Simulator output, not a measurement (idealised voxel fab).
process module | voxel local oxidation
cross-section cut | 245 nm wide | cells 5 nm
Each cross-section below is a grid of square cells, stated as bands in top-down order, with one or more rows of cells making up each band. Read a band's entry like this: the first values are the height of its top and the height of its bottom in nm, and what follows is the sequence of materials from left to right, each with its width in nm. Note that "blank" is empty space, and that a single material marked "full width" reaches across the band from edge to edge. Measure heights from 0. That's the level where, below it, the as-received wafer is all one material. The lowest band is bottomless and extends downward; write it as in "0 down". Width: "30 to 40" (first number = top row, second number = bottom row, same change from row to row of cells). "all unchanged", as given for a step, is the statement that not any cell of the cross-section underwent a change during that step. The entry "Voids, enclosed" lists the empty spaces that cover at least 8 cells and have no open path to the top. Each is written as width x height at distance, where the distance is measured from the left edge and all three values are in nm. Text after the settings on a step's line: the simulator's own remark on that step. You can add "overlay nm" to a step's line. For a step with a mask, it describes how far the mask lay to the right of its planned position, and a negative number describes a lay to the left.
# The steps planned for the process are as follows
1: RECEIVE, material Si
2: OXIDIZE, depth nm 5
3: CONFORMAL_DEP, material SiN, thk nm 15
4: DIRECTIONAL_DEP, material aC, thk nm 15
5: PATTERN, tone cover, mask id ACTIVE, material resist, width nm 105, thk nm 30, overlay nm 0
6: DIRECTIONAL_ETCH, etch materials aC, depth nm 15
7: STRIP, etch materials resist
8: DIRECTIONAL_ETCH, etch materials SiN, depth nm 15
9: STRIP, etch materials aC
10: SELECTIVE_ETCH, etch materials SiO2, depth nm 5
11: OXIDIZE, depth nm 15
12: STRIP, etch materials SiN
# Cross-section of the wafer upon arrival, representing the state reached after step 1
* 0 down  Si full width
* Voids, enclosed: none
# Cross-sectional image of the first of two wafers at the end of the module, the run having proceeded as planned
* 0 to -5  75 of blank | 95 of SiO2 | 75 of blank
* -5 to -20  90 of SiO2 | 65 of Si | 90 of SiO2
* -20 down  Si full width
* Voids, enclosed: none
# Second wafer cross-section at end of module - shared start and plan with the first, one mistake in the run
* 0 to -5  65 of SiO2 | 115 of blank | 65 of SiO2
* -5 to -20  50 of Si | 145 of SiO2 | 50 of Si
* -20 down  Si full width
* Voids, enclosed: none
What went wrong in running the wafer? contrary to plan, step 5 was performed as PATTERN, tone open, mask id ACTIVE, material resist, width nm 105, thk nm 30, overlay nm 0
FYI, end of process, the second wafer has more or fewer cells of some materials than the first: +21 Si; -14 SiO2
